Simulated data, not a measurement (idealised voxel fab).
The process module presented herein is designated voxel air gaps.
Square cell edge 5 nm, section width 225 nm, ID cut.
Reading order for cross-sections: top band down to bottom band. Underlying form: a grid of square cells. Band size: one or more rows of cells.
First you get the band's top height and its bottom height, in nm, and then the materials it's made of, left to right, with each width in nm. If you see a single material with "everywhere", that one covers the band edge to edge. "empty" is empty space.
Height reference: 0 = level under which incoming wafer is all one material. Lowest band: no bottom, runs on downward, e.g. "top 0, no bottom".
The two numbers in a width such as "30 to 40" mark its ends across the band: the first belongs to the top row of cells, the second to the bottom row, and from each row to the next the width moves by the same amount.
Basically "nothing was modified" means that step didn't change any cell in the cross-section.
Empty spaces without an open route to the top, at least 8 cells in extent, make up the entry "Enclosed cavity list"; each is given as width x height at distance, where the distance is measured from the left edge, and all are in nm.
Read whatever lies past the settings on a step's line as the simulator's own remark about the step.
"overlay nm" denotes, for a step that has a mask, the displacement of the mask to the right of its planned place, with negative values corresponding to the left.
-- The following list gives the planned process steps
- 1: RECEIVE with material Si
- 2: CONFORMAL_DEP with material SiO2, thk nm 10
- 3: CONFORMAL_DEP with material SiCN, thk nm 5
- 4: DIRECTIONAL_DEP with material SiO2, thk nm 40
- 5: PATTERN with tone open, mask id LINES, material resist, width nm 20, pitch nm 45, thk nm 15, overlay nm 0
- 6: DIRECTIONAL_ETCH with etch materials SiO2, depth nm 40
- 7: STRIP with etch materials resist
- 8: CONFORMAL_DEP with material TiN, thk nm 5
- 9: FILL_DEP with material W, thk nm 10
- 10: CMP with height nm 55
- 11: EPI with material Ru, thk nm 10
- 12: SELECTIVE_ETCH with etch materials SiO2, depth nm 50
- 13: CONFORMAL_DEP with material SiCN, thk nm 5
-- Cross-section of the wafer upon arrival, representing the state reached after step 1
- top 0, no bottom = Si everywhere
- Enclosed cavity list: none
-- End-of-module cross-section of the first of two wafers, processed as planned
- top 70, bottom 65 = 40 empty / 140 SiCN / 45 empty
- top 65, bottom 55 = 40 empty / 5 SiCN / 40 Ru / 5 SiCN / 40 Ru / 5 SiCN / 40 Ru / 5 SiCN / 45 empty
- top 55, bottom 50 = 40 empty / 15 SiCN / 5 TiN / 10 W / 5 TiN / 25 SiCN / 5 TiN / 10 W / 5 TiN / 25 SiCN / 5 TiN / 10 W / 5 TiN / 15 SiCN / 45 empty
- top 50, bottom 20 = 50 empty / 5 SiCN / 5 TiN / 10 W / 5 TiN / 5 SiCN / 15 empty / 5 SiCN / 5 TiN / 10 W / 5 TiN / 5 SiCN / 15 empty / 5 SiCN / 5 TiN / 10 W / 5 TiN / 5 SiCN / 55 empty
- top 20, bottom 15 = 55 SiCN / 20 TiN / 25 SiCN / 20 TiN / 25 SiCN / 20 TiN / 60 SiCN
- top 15, bottom 10 = SiCN everywhere
- top 10, bottom 0 = SiO2 everywhere
- top 0, no bottom = Si everywhere
- Enclosed cavity list: 15 x 30 at 80; 15 x 30 at 125
-- Wafer two, end of module, cross-section. Same start, same plan as wafer one. One mistake in the run
- top 70, bottom 65 = SiCN everywhere
- top 65, bottom 55 = Ru everywhere
- top 55, bottom 50 = W everywhere
- top 50, bottom 45 = 60 TiN / 10 W / 35 TiN / 10 W / 35 TiN / 10 W / 65 TiN
- top 45, bottom 20 = 55 SiO2 / 5 TiN / 10 W / 5 TiN / 25 SiO2 / 5 TiN / 10 W / 5 TiN / 25 SiO2 / 5 TiN / 10 W / 5 TiN / 60 SiO2
- top 20, bottom 15 = 55 SiO2 / 20 TiN / 25 SiO2 / 20 TiN / 25 SiO2 / 20 TiN / 60 SiO2
- top 15, bottom 10 = SiCN everywhere
- top 10, bottom 0 = SiO2 everywhere
- top 0, no bottom = Si everywhere
- Enclosed cavity list: none
Misprocessing identified: step 4 ran with different settings than intended, the actual operation and settings being DIRECTIONAL_DEP with material SiO2, thk nm 30
The second wafer ends with more or fewer cells of some materials than the first, per final count: +42 Ru | -76 SiCN | +198 SiO2 | +27 TiN | +39 W
Long story short, the first wafer ends with 2 closed voids and the second one with 0.
